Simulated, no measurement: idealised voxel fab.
Module name: voxel quadruple lines (process module)
Cross-sectional view cut (width: 150 nm; square cell size: 5 nm).
In this document a cross-section is written as a grid of square cells. It is given as a series of bands, listed from the top down, and a band is one or more rows of cells.
Each band's line starts with the height of the band's top and of its bottom, in nm. Then come its materials from left to right, each with its width in nm. One material with "all across" fills the band from edge to edge. "air" is empty space.
Basically, 0 is our baseline, since under it the wafer straight out of the box is all one material. The bottom band has no lower end and keeps on going down, so it looks like "0 nm and below".
So if you see something like "30..40" for the width, read it as the top row of the band sitting at the first number and the bottom row at the second, with every row in between moving by the same amount as the last.
Reading "no change" for a step: not a cell of the cross-section changed in it.
The label "closed voids" introduces a list of the empty spaces, 8 cells or larger, that have no open way up to the top; each entry in it reads width x height at distance, where the distance is taken from the left edge and all three are stated in nm.
Step line, after settings: the simulator's comment on this step.
For masked steps, "overlay nm" on the step line gives how far right of plan the mask actually lay; a minus sign means it lay to the left.
-- Planned step list for the process
1,RECEIVE (material Si)
2,CONFORMAL_DEP (material Al2O3; thk nm 10)
3,DIRECTIONAL_DEP (material W; thk nm 10)
4,DIRECTIONAL_DEP (material polySi; thk nm 20)
5,DIRECTIONAL_DEP (material aC; thk nm 20)
6,PATTERN (tone cover; mask id MANDREL; material resist; width nm 20; thk nm 30; overlay nm 0)
7,DIRECTIONAL_ETCH (etch materials aC; depth nm 20)
8,STRIP (etch materials resist)
9,CONFORMAL_DEP (material SiO2; thk nm 10)
10,DIRECTIONAL_ETCH (etch materials SiO2; depth nm 10)
11,STRIP (etch materials aC)
12,DIRECTIONAL_ETCH (etch materials polySi; depth nm 20)
13,STRIP (etch materials SiO2)
14,CONFORMAL_DEP (material SiCN; thk nm 10)
15,DIRECTIONAL_ETCH (etch materials SiCN; depth nm 10)
16,STRIP (etch materials polySi)
17,DIRECTIONAL_ETCH (etch materials W; depth nm 10)
18,STRIP (etch materials SiCN)
For this document, wafers share an identical start and vary in the step 6 width nm; the plan quotes the first wafer's value.
-- The first of several wafers in cross-section, exactly as it reached us after step 1
0 nm and below: Si all across
closed voids: none
-- At the end of the module, after its last step, step 18, the first of several wafers appears in cross-section as follows
20 nm to 10 nm: air 45 nm | W 10 nm | air 10 nm | W 20 nm | air 10 nm | W 10 nm | air 45 nm
10 nm to 0 nm: Al2O3 all across
0 nm and below: Si all across
closed voids: none
-- Last wafer x-sec, end of module
20 nm to 10 nm: air 35 nm | W 10 nm | air 10 nm | W 10 nm | air 25 nm | W 10 nm | air 10 nm | W 10 nm | air 30 nm
10 nm to 0 nm: Al2O3 all across
0 nm and below: Si all across
closed voids: none
-- The table below has one row for each wafer; a row shows, as of the end of the module, how many cells of each material the wafer has gained, marked (+), or lost, marked (-), since it was received, and then the wafer's closed voids
width nm 20, +60 Al2O3, +16 W, closed voids: none
width nm 25, +60 Al2O3, +16 W, closed voids: none
width nm 30, +60 Al2O3, +16 W, closed voids: none
width nm 35, +60 Al2O3, +16 W, closed voids: none
width nm 40, +60 Al2O3, +16 W, closed voids: none
width nm 45, +60 Al2O3, +16 W, closed voids: none
